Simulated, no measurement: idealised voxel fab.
Process module heading - voxel quadruple lines
Xsec cut, 290 nm wide, square cell size 5 nm.
Format of a cross-section: grid, square cells. Given as bands. Order: top down. Band: one or more rows of cells. Look at the band entry: it leads with the top's height and the bottom's height in nm. Then it lists the materials left to right, with a width in nm for each. The word "throughout" on a single material says that material fills the band edge to edge. The word "air" is empty space. A quick word on heights: they are counted from 0, and under that level the wafer as it came to us is one material throughout. The lowest band is different from the rest in having no bottom; it simply continues downward, written as in "0 down". A two-number width, for instance "30->40", indicates that the width is equal to the first number in the top row of the band and to the second number in the bottom row, and that it changes by a constant amount per row of cells. Where a step carries "no alteration", the cross-section came out of it unchanged, cell for cell. Closed empty spaces (no open way to the top) of 8 cells or more are what "Sealed internal cavities" lists, each as width x height at distance from the left edge, nm for all three. If you see something after the settings on a step's line, that's the simulator's own remark about that step. When a step includes a mask, the "overlay nm" setting on its line states how far to the right of its planned place that mask lay, and negative values state how far to the left.
STEPS PLANNED FOR THE PROCESS
1 RECEIVE | material Si
2 CONFORMAL_DEP | material SiO2 | thk nm 10
3 DIRECTIONAL_DEP | material TiN | thk nm 15
4 DIRECTIONAL_DEP | material polySi | thk nm 20
5 DIRECTIONAL_DEP | material aC | thk nm 20
6 PATTERN | tone cover | mask id MANDREL | material resist | width nm 35 | thk nm 25 | overlay nm 0
7 DIRECTIONAL_ETCH | etch materials aC | depth nm 20
8 STRIP | etch materials resist
9 CONFORMAL_DEP | material SiO2 | thk nm 15
10 DIRECTIONAL_ETCH | etch materials SiO2 | depth nm 15
11 STRIP | etch materials aC
12 DIRECTIONAL_ETCH | etch materials polySi | depth nm 20
13 STRIP | etch materials SiO2
14 CONFORMAL_DEP | material SiN | thk nm 10
15 DIRECTIONAL_ETCH | etch materials SiN | depth nm 10
16 STRIP | etch materials polySi
17 DIRECTIONAL_ETCH | etch materials TiN | depth nm 15
18 STRIP | etch materials SiN
19 FILL_DEP | material lowk | thk nm 10
20 CMP | height nm 25
BELOW: THE FIRST OF TWO WAFERS, RUN AS PLANNED
AS-RECEIVED STATE OF THE WAFER IN CROSS-SECTION, EQUIVALENT TO POST-STEP 1
	0 down | Si throughout
	Sealed internal cavities: none
SECTIONAL VIEW: WAFER, AFTER STEP 2
	10 to 0 | SiO2 throughout
	Everything below 0 is unchanged.
SECTIONAL VIEW: WAFER, AFTER STEP 3
	25 to 10 | TiN throughout
	Everything below 10 is unchanged.
SECTIONAL VIEW: WAFER, AFTER STEP 4
	45 to 25 | polySi throughout
	Everything below 25 is unchanged.
SECTIONAL VIEW: WAFER, AFTER STEP 5
	65 to 45 | aC throughout
	Everything below 45 is unchanged.
SECTIONAL VIEW: WAFER, AFTER STEP 6
	90 to 65 | 125 air | 35 resist | 130 air
	Everything below 65 is unchanged.
SECTIONAL VIEW: WAFER, AFTER STEP 7
	70 to 65 | 125 air | 35 resist | 130 air
	65 to 45 | 125 air | 35 aC | 130 air
	Everything below 45 is unchanged.
SECTIONAL VIEW: WAFER, AFTER STEP 8
	65 to 45 | 125 air | 35 aC | 130 air
	Everything below 45 is unchanged.
SECTIONAL VIEW: WAFER, AFTER STEP 9
	80 to 65 | 110 air | 65 SiO2 | 115 air
	65 to 60 | 110 air | 15 SiO2 | 35 aC | 15 SiO2 | 115 air
	60 to 45 | 125 SiO2 | 35 aC | 130 SiO2
	Everything below 45 is unchanged.
SECTIONAL VIEW: WAFER, AFTER STEP 10
	65 to 45 | 110 air | 15 SiO2 | 35 aC | 15 SiO2 | 115 air
	Everything below 45 is unchanged.
SECTIONAL VIEW: WAFER, AFTER STEP 11
	65 to 45 | 110 air | 15 SiO2 | 35 air | 15 SiO2 | 115 air
	Everything below 45 is unchanged.
SECTIONAL VIEW: WAFER, AFTER STEP 12
	65 to 45 | 110 air | 15 SiO2 | 35 air | 15 SiO2 | 115 air
	45 to 25 | 110 air | 15 polySi | 35 air | 15 polySi | 115 air
	Everything below 25 is unchanged.
SECTIONAL VIEW: WAFER, AFTER STEP 13
	45 to 25 | 110 air | 15 polySi | 35 air | 15 polySi | 115 air
	Everything below 25 is unchanged.
SECTIONAL VIEW: WAFER, AFTER STEP 14
	55 to 45 | 100 air | 35 SiN | 15 air | 35 SiN | 105 air
	45 to 35 | 100 air | 10 SiN | 15 polySi | 10 SiN | 15 air | 10 SiN | 15 polySi | 10 SiN | 105 air
	35 to 25 | 110 SiN | 15 polySi | 35 SiN | 15 polySi | 115 SiN
	Everything below 25 is unchanged.
SECTIONAL VIEW: WAFER, AFTER STEP 15
	45 to 25 | 100 air | 10 SiN | 15 polySi | 10 SiN | 15 air | 10 SiN | 15 polySi | 10 SiN | 105 air
	Everything below 25 is unchanged.
SECTIONAL VIEW: WAFER, AFTER STEP 16
	45 to 25 | 100 air | 10 SiN | 15 air | 10 SiN | 15 air | 10 SiN | 15 air | 10 SiN | 105 air
	Everything below 25 is unchanged.
SECTIONAL VIEW: WAFER, AFTER STEP 17
	45 to 25 | 100 air | 10 SiN | 15 air | 10 SiN | 15 air | 10 SiN | 15 air | 10 SiN | 105 air
	25 to 10 | 100 air | 10 TiN | 15 air | 10 TiN | 15 air | 10 TiN | 15 air | 10 TiN | 105 air
	Everything below 10 is unchanged.
SECTIONAL VIEW: WAFER, AFTER STEP 18
	25 to 10 | 100 air | 10 TiN | 15 air | 10 TiN | 15 air | 10 TiN | 15 air | 10 TiN | 105 air
	Everything below 10 is unchanged.
SECTIONAL VIEW: WAFER, AFTER STEP 19
	35 to 25 | lowk throughout
	25 to 10 | 100 lowk | 10 TiN | 15 lowk | 10 TiN | 15 lowk | 10 TiN | 15 lowk | 10 TiN | 105 lowk
	Everything below 10 is unchanged.
SECTIONAL VIEW: WAFER, AFTER STEP 20
	25 to 10 | 100 lowk | 10 TiN | 15 lowk | 10 TiN | 15 lowk | 10 TiN | 15 lowk | 10 TiN | 105 lowk
	Everything below 10 is unchanged.
SECOND WAFER: LIKE START, LIKE PLAN, ONE MISTAKE. THROUGH STEP 16 IT MATCHES THE FIRST WAFER
SECOND WAFER PROFILE IN SECTION, AT THE MOMENT STEP 17 OF THE PLAN WAS MEANT TO BE COMPLETE
	45 to 25 | 100 air | 10 SiN | 15 air | 10 SiN | 15 air | 10 SiN | 15 air | 10 SiN | 105 air
	25 to 10 | 100 air | 10 TiN | 15 air | 10 TiN | 15 air | 10 TiN | 15 air | 10 TiN | 105 air
	Everything below 10 is unchanged.
SECOND WAFER PROFILE IN SECTION, AT THE MOMENT STEP 18 OF THE PLAN WAS MEANT TO BE COMPLETE
	25 to 10 | 100 air | 10 TiN | 15 air | 10 TiN | 15 air | 10 TiN | 15 air | 10 TiN | 105 air
	Everything below 10 is unchanged.
SECOND WAFER PROFILE IN SECTION, AT THE MOMENT STEP 19 OF THE PLAN WAS MEANT TO BE COMPLETE
	35 to 25 | lowk throughout
	25 to 10 | 100 lowk | 10 TiN | 15 lowk | 10 TiN | 15 lowk | 10 TiN | 15 lowk | 10 TiN | 105 lowk
	Everything below 10 is unchanged.
SECOND WAFER PROFILE IN SECTION, AT THE MOMENT STEP 20 OF THE PLAN WAS MEANT TO BE COMPLETE
	25 to 10 | 100 lowk | 10 TiN | 15 lowk | 10 TiN | 15 lowk | 10 TiN | 15 lowk | 10 TiN | 105 lowk
	Everything below 10 is unchanged.
what went wrong: step 17 from the plan got run twice
Upon completion, the cross-sectional profiles of the two wafers are identical; consequently, the error exerts no influence on the quantities computed by this model.
